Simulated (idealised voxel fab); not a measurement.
process module | voxel spacer lines
cross-section cut | 280 nm wide | cells 5 nm
A cross-section is a grid of square cells, given in bands from the top down. A band is one or more rows of cells.
Each band's line starts with the height of the band's top and of its bottom, in nm. Then come its materials from left to right, each with its width in nm. One material with "throughout" fills the band from edge to edge. "air" is empty space.
Height 0 is the level under which the wafer as received is all one material. The lowest band goes on downwards, as in "0 down".
A width such as "30 to 40" changes by the same amount from each row of cells to the next, from the band's top row to its bottom row.
"no change" after a step means that no cell of the cross-section changed.
closed voids: empty space of 8 cells or more with no open way to the top, each as width x height at its distance from the left edge, in nm
after a step's settings: what the simulator itself notes on the step
overlay nm, on a step with a mask: how far to the right of its planned place the mask lay; to the left if negative
plan
1 op RECEIVE | material Si
2 op CONFORMAL_DEP | material Al2O3 | thk nm 5
3 op DIRECTIONAL_DEP | material SiN | thk nm 20
4 op DIRECTIONAL_DEP | material polySi | thk nm 25
5 op PATTERN | tone cover | mask id MANDREL | material resist | width nm 20 | pitch nm 60 | thk nm 30 | overlay nm 0
6 op DIRECTIONAL_ETCH | etch materials polySi | depth nm 25
7 op STRIP | etch materials resist
8 op CONFORMAL_DEP | material SiO2 | thk nm 10
9 op DIRECTIONAL_ETCH | etch materials SiO2 | depth nm 10
10 op STRIP | etch materials polySi
11 op DIRECTIONAL_ETCH | etch materials SiN | depth nm 20
12 op STRIP | etch materials SiO2
as received, after step 1
  0 down: Si throughout
  closed voids: none
a wafer at the end: this start, this plan, one mistake
  25 to 5: air 65 | SiN 10 | air 15 | SiN 10 | air 25 | SiN 10 | air 15 | SiN 10 | air 25 | SiN 10 | air 15 | SiN 10 | air 60
  5 to 0: Al2O3 throughout
  0 down: Si throughout
  closed voids: none
what went wrong: step 5 ran as: op PATTERN | tone cover | mask id MANDREL | material resist | width nm 15 | pitch nm 60 | thk nm 30 | overlay nm 0
